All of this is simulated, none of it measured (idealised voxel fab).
process module | voxel spacer lines
cross-section cut | 235 nm wide | cells 5 nm
A cross-section is a grid of square cells, given in bands from the top down. A band is one or more rows of cells.
Each band's line starts with the height of the band's top and of its bottom, in nm. Then come its materials from left to right, each with its width in nm. One material with "throughout" fills the band from edge to edge. "air" is empty space.
Height 0 is the level under which the wafer as received is all one material. The lowest band goes on downwards, as in "0 down".
A width such as "30 to 40" changes by the same amount from each row of cells to the next, from the band's top row to its bottom row.
"no change" after a step means that no cell of the cross-section changed.
closed voids: empty space of 8 cells or more with no open way to the top, each as width x height at its distance from the left edge, in nm
after a step's settings: what the simulator itself notes on the step
overlay nm, on a step with a mask: how far to the right of its planned place the mask lay; to the left if negative
plan
1 op RECEIVE | material Si
2 op CONFORMAL_DEP | material Al2O3 | thk nm 5
3 op DIRECTIONAL_DEP | material W | thk nm 20
4 op DIRECTIONAL_DEP | material polySi | thk nm 30
5 op PATTERN | tone cover | mask id MANDREL | material resist | width nm 20 | pitch nm 60 | thk nm 35 | overlay nm 0
6 op DIRECTIONAL_ETCH | etch materials polySi | depth nm 30
7 op STRIP | etch materials resist
8 op CONFORMAL_DEP | material SiO2 | thk nm 10
9 op DIRECTIONAL_ETCH | etch materials SiO2 | depth nm 10
10 op STRIP | etch materials polySi
11 op DIRECTIONAL_ETCH | etch materials W | depth nm 20
12 op STRIP | etch materials SiO2
13 op FILL_DEP | material SiO2 | thk nm 5
14 op CMP | height nm 25
as received, after step 1
  0 down: Si throughout
  closed voids: none
a wafer at the end: this start, this plan, one mistake
  25 to 5: polySi throughout
  5 to 0: Al2O3 throughout
  0 down: Si throughout
  closed voids: none
what went wrong: steps 3 and 4 were swapped
